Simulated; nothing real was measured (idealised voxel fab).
process module | voxel gate over fins
cross-section cut | 225 nm wide | cells 5 nm
A cross-section is a grid of square cells, given in bands from the top down. A band is one or more rows of cells.
Each band's line starts with the height of the band's top and of its bottom, in nm. Then come its materials from left to right, each with its width in nm. One material with "throughout" fills the band from edge to edge. "air" is empty space.
Height 0 is the level under which the wafer as received is all one material. The lowest band goes on downwards, as in "0 down".
A width such as "30 to 40" changes by the same amount from each row of cells to the next, from the band's top row to its bottom row.
"no change" after a step means that no cell of the cross-section changed.
closed voids: empty space of 8 cells or more with no open way to the top, each as width x height at its distance from the left edge, in nm
after a step's settings: what the simulator itself notes on the step
overlay nm, on a step with a mask: how far to the right of its planned place the mask lay; to the left if negative
plan
1 op RECEIVE | material Si
2 op CONFORMAL_DEP | material SiN | thk nm 10
3 op DIRECTIONAL_DEP | material aC | thk nm 15
4 op PATTERN | tone cover | mask id FINS | material resist | width nm 15 | pitch nm 35 | thk nm 30 | overlay nm 0
5 op DIRECTIONAL_ETCH | etch materials aC | depth nm 15
6 op STRIP | etch materials resist
7 op DIRECTIONAL_ETCH | etch materials SiN | depth nm 10
8 op DIRECTIONAL_ETCH | etch materials Si | depth nm 40
9 op STRIP | etch materials aC
10 op OXIDIZE | depth nm 5
11 op FILL_DEP | material SiO2 | thk nm 10
12 op CMP | height nm 10
13 op SELECTIVE_ETCH | etch materials SiO2 | depth nm 20
14 op STRIP | etch materials SiN
15 op CONFORMAL_DEP | material HfO2 | thk nm 5
16 op CONFORMAL_DEP | material TiN | thk nm 5
17 op CONFORMAL_DEP | material TiAl | thk nm 5
18 op CONFORMAL_DEP | material TiN | thk nm 5
19 op FILL_DEP | material W | thk nm 10
20 op CMP | height nm 25
21 op CONFORMAL_DEP | material SiN | thk nm 10
first wafer, as planned
as received, after step 1
  0 down: Si throughout
  closed voids: none
after step 2
  10 to 0: SiN throughout
  below 0: unchanged
after step 3
  25 to 10: aC throughout
  below 10: unchanged
after step 4
  55 to 25: air 50 | resist 15 | air 20 | resist 15 | air 20 | resist 15 | air 20 | resist 15 | air 55
  below 25: unchanged
after step 5
  40 to 25: air 50 | resist 15 | air 20 | resist 15 | air 20 | resist 15 | air 20 | resist 15 | air 55
  25 to 10: air 50 | aC 15 | air 20 | aC 15 | air 20 | aC 15 | air 20 | aC 15 | air 55
  below 10: unchanged
after step 6
  25 to 10: air 50 | aC 15 | air 20 | aC 15 | air 20 | aC 15 | air 20 | aC 15 | air 55
  below 10: unchanged
after step 7
  25 to 10: air 50 | aC 15 | air 20 | aC 15 | air 20 | aC 15 | air 20 | aC 15 | air 55
  10 to 0: air 50 | SiN 15 | air 20 | SiN 15 | air 20 | SiN 15 | air 20 | SiN 15 | air 55
  below 0: unchanged
after step 8
  25 to 10: air 50 | aC 15 | air 20 | aC 15 | air 20 | aC 15 | air 20 | aC 15 | air 55
  10 to 0: air 50 | SiN 15 | air 20 | SiN 15 | air 20 | SiN 15 | air 20 | SiN 15 | air 55
  0 to -40: air 50 | Si 15 | air 20 | Si 15 | air 20 | Si 15 | air 20 | Si 15 | air 55
  below -40: unchanged
after step 9
  10 to 0: air 50 | SiN 15 | air 20 | SiN 15 | air 20 | SiN 15 | air 20 | SiN 15 | air 55
  below 0: unchanged
after step 10
  10 to 0: air 50 | SiN 15 | air 20 | SiN 15 | air 20 | SiN 15 | air 20 | SiN 15 | air 55
  0 to -40: air 50 | SiO2 5 | Si 5 | SiO2 5 | air 20 | SiO2 5 | Si 5 | SiO2 5 | air 20 | SiO2 5 | Si 5 | SiO2 5 | air 20 | SiO2 5 | Si 5 | SiO2 5 | air 55
  -40 to -45: SiO2 55 | Si 5 | SiO2 30 | Si 5 | SiO2 30 | Si 5 | SiO2 30 | Si 5 | SiO2 60
  below -45: unchanged
after step 11
  20 to 10: SiO2 throughout
  10 to 0: SiO2 50 | SiN 15 | SiO2 20 | SiN 15 | SiO2 20 | SiN 15 | SiO2 20 | SiN 15 | SiO2 55
  0 to -45: SiO2 55 | Si 5 | SiO2 30 | Si 5 | SiO2 30 | Si 5 | SiO2 30 | Si 5 | SiO2 60
  below -45: unchanged
after step 12
  10 to 0: SiO2 50 | SiN 15 | SiO2 20 | SiN 15 | SiO2 20 | SiN 15 | SiO2 20 | SiN 15 | SiO2 55
  below 0: unchanged
after step 13
  10 to 0: air 50 | SiN 15 | air 20 | SiN 15 | air 20 | SiN 15 | air 20 | SiN 15 | air 55
  0 to -10: air 55 | Si 5 | air 30 | Si 5 | air 30 | Si 5 | air 30 | Si 5 | air 60
  below -10: unchanged
after step 14
  0 to -10: air 55 | Si 5 | air 30 | Si 5 | air 30 | Si 5 | air 30 | Si 5 | air 60
  below -10: unchanged
after step 15
  5 to 0: air 50 | HfO2 15 | air 20 | HfO2 15 | air 20 | HfO2 15 | air 20 | HfO2 15 | air 55
  0 to -5: air 50 | HfO2 5 | Si 5 | HfO2 5 | air 20 | HfO2 5 | Si 5 | HfO2 5 | air 20 | HfO2 5 | Si 5 | HfO2 5 | air 20 | HfO2 5 | Si 5 | HfO2 5 | air 55
  -5 to -10: HfO2 55 | Si 5 | HfO2 30 | Si 5 | HfO2 30 | Si 5 | HfO2 30 | Si 5 | HfO2 60
  below -10: unchanged
after step 16
  10 to 5: air 45 | TiN 25 | air 10 | TiN 25 | air 10 | TiN 25 | air 10 | TiN 25 | air 50
  5 to 0: air 45 | TiN 5 | HfO2 15 | TiN 5 | air 10 | TiN 5 | HfO2 15 | TiN 5 | air 10 | TiN 5 | HfO2 15 | TiN 5 | air 10 | TiN 5 | HfO2 15 | TiN 5 | air 50
  0 to -5: TiN 50 | HfO2 5 | Si 5 | HfO2 5 | TiN 20 | HfO2 5 | Si 5 | HfO2 5 | TiN 20 | HfO2 5 | Si 5 | HfO2 5 | TiN 20 | HfO2 5 | Si 5 | HfO2 5 | TiN 55
  below -5: unchanged
after step 17
  15 to 10: air 40 | TiAl 140 | air 45
  10 to 5: air 40 | TiAl 5 | TiN 25 | TiAl 10 | TiN 25 | TiAl 10 | TiN 25 | TiAl 10 | TiN 25 | TiAl 5 | air 45
  5 to 0: TiAl 45 | TiN 5 | HfO2 15 | TiN 5 | TiAl 10 | TiN 5 | HfO2 15 | TiN 5 | TiAl 10 | TiN 5 | HfO2 15 | TiN 5 | TiAl 10 | TiN 5 | HfO2 15 | TiN 5 | TiAl 50
  below 0: unchanged
after step 18
  20 to 15: air 35 | TiN 150 | air 40
  15 to 10: air 35 | TiN 5 | TiAl 140 | TiN 5 | air 40
  10 to 5: TiN 40 | TiAl 5 | TiN 25 | TiAl 10 | TiN 25 | TiAl 10 | TiN 25 | TiAl 10 | TiN 25 | TiAl 5 | TiN 45
  below 5: unchanged
after step 19
  30 to 20: W throughout
  20 to 15: W 35 | TiN 150 | W 40
  15 to 10: W 35 | TiN 5 | TiAl 140 | TiN 5 | W 40
  below 10: unchanged
after step 20
  25 to 20: W throughout
  below 20: unchanged
after step 21
  35 to 25: SiN throughout
  below 25: unchanged
second wafer: like start, like plan, one mistake. Through step 3 it matches the first wafer
when step 4 should have ended
  55 to 25: resist 50 | air 15 | resist 20 | air 15 | resist 20 | air 15 | resist 20 | air 15 | resist 55
  below 25: unchanged
when step 5 should have ended
  40 to 25: resist 50 | air 15 | resist 20 | air 15 | resist 20 | air 15 | resist 20 | air 15 | resist 55
  25 to 10: aC 50 | air 15 | aC 20 | air 15 | aC 20 | air 15 | aC 20 | air 15 | aC 55
  below 10: unchanged
when step 6 should have ended
  25 to 10: aC 50 | air 15 | aC 20 | air 15 | aC 20 | air 15 | aC 20 | air 15 | aC 55
  below 10: unchanged
when step 7 should have ended
  25 to 10: aC 50 | air 15 | aC 20 | air 15 | aC 20 | air 15 | aC 20 | air 15 | aC 55
  10 to 0: SiN 50 | air 15 | SiN 20 | air 15 | SiN 20 | air 15 | SiN 20 | air 15 | SiN 55
  below 0: unchanged
when step 8 should have ended
  25 to 10: aC 50 | air 15 | aC 20 | air 15 | aC 20 | air 15 | aC 20 | air 15 | aC 55
  10 to 0: SiN 50 | air 15 | SiN 20 | air 15 | SiN 20 | air 15 | SiN 20 | air 15 | SiN 55
  0 to -40: Si 50 | air 15 | Si 20 | air 15 | Si 20 | air 15 | Si 20 | air 15 | Si 55
  below -40: unchanged
when step 9 should have ended
  10 to 0: SiN 50 | air 15 | SiN 20 | air 15 | SiN 20 | air 15 | SiN 20 | air 15 | SiN 55
  below 0: unchanged
when step 10 should have ended
  10 to 0: SiN 50 | air 15 | SiN 20 | air 15 | SiN 20 | air 15 | SiN 20 | air 15 | SiN 55
  0 to -40: Si 45 | SiO2 5 | air 15 | SiO2 5 | Si 10 | SiO2 5 | air 15 | SiO2 5 | Si 10 | SiO2 5 | air 15 | SiO2 5 | Si 10 | SiO2 5 | air 15 | SiO2 5 | Si 50
  -40 to -45: Si 45 | SiO2 25 | Si 10 | SiO2 25 | Si 10 | SiO2 25 | Si 10 | SiO2 25 | Si 50
  below -45: unchanged
when step 11 should have ended
  20 to 10: SiO2 throughout
  10 to 0: SiN 50 | SiO2 15 | SiN 20 | SiO2 15 | SiN 20 | SiO2 15 | SiN 20 | SiO2 15 | SiN 55
  0 to -45: Si 45 | SiO2 25 | Si 10 | SiO2 25 | Si 10 | SiO2 25 | Si 10 | SiO2 25 | Si 50
  below -45: unchanged
when step 12 should have ended
  10 to 0: SiN 50 | SiO2 15 | SiN 20 | SiO2 15 | SiN 20 | SiO2 15 | SiN 20 | SiO2 15 | SiN 55
  below 0: unchanged
when step 13 should have ended
  10 to 0: SiN 50 | air 15 | SiN 20 | air 15 | SiN 20 | air 15 | SiN 20 | air 15 | SiN 55
  0 to -10: Si 45 | air 25 | Si 10 | air 25 | Si 10 | air 25 | Si 10 | air 25 | Si 50
  below -10: unchanged
when step 14 should have ended
  0 to -10: Si 45 | air 25 | Si 10 | air 25 | Si 10 | air 25 | Si 10 | air 25 | Si 50
  below -10: unchanged
when step 15 should have ended
  5 to 0: HfO2 50 | air 15 | HfO2 20 | air 15 | HfO2 20 | air 15 | HfO2 20 | air 15 | HfO2 55
  0 to -5: Si 45 | HfO2 5 | air 15 | HfO2 5 | Si 10 | HfO2 5 | air 15 | HfO2 5 | Si 10 | HfO2 5 | air 15 | HfO2 5 | Si 10 | HfO2 5 | air 15 | HfO2 5 | Si 50
  -5 to -10: Si 45 | HfO2 25 | Si 10 | HfO2 25 | Si 10 | HfO2 25 | Si 10 | HfO2 25 | Si 50
  below -10: unchanged
when step 16 should have ended
  10 to 5: TiN 55 | air 5 | TiN 30 | air 5 | TiN 30 | air 5 | TiN 30 | air 5 | TiN 60
  5 to 0: HfO2 50 | TiN 5 | air 5 | TiN 5 | HfO2 20 | TiN 5 | air 5 | TiN 5 | HfO2 20 | TiN 5 | air 5 | TiN 5 | HfO2 20 | TiN 5 | air 5 | TiN 5 | HfO2 55
  0 to -5: Si 45 | HfO2 5 | TiN 15 | HfO2 5 | Si 10 | HfO2 5 | TiN 15 | HfO2 5 | Si 10 | HfO2 5 | TiN 15 | HfO2 5 | Si 10 | HfO2 5 | TiN 15 | HfO2 5 | Si 50
  below -5: unchanged
when step 17 should have ended
  15 to 10: TiAl throughout
  10 to 5: TiN 55 | TiAl 5 | TiN 30 | TiAl 5 | TiN 30 | TiAl 5 | TiN 30 | TiAl 5 | TiN 60
  5 to 0: HfO2 50 | TiN 5 | TiAl 5 | TiN 5 | HfO2 20 | TiN 5 | TiAl 5 | TiN 5 | HfO2 20 | TiN 5 | TiAl 5 | TiN 5 | HfO2 20 | TiN 5 | TiAl 5 | TiN 5 | HfO2 55
  below 0: unchanged
when step 18 should have ended
  20 to 15: TiN throughout
  below 15: unchanged
when step 19 should have ended
  30 to 20: W throughout
  below 20: unchanged
when step 20 should have ended
  25 to 20: W throughout
  below 20: unchanged
when step 21 should have ended
  35 to 25: SiN throughout
  below 25: unchanged
what went wrong: step 4 ran as: op PATTERN | tone open | mask id FINS | material resist | width nm 15 | pitch nm 35 | thk nm 30 | overlay nm 0
at the end the second wafer has, in cells: 189 more of Si | 147 fewer of SiO2 | 8 fewer of TiAl | 4 fewer of TiN | 30 fewer of W
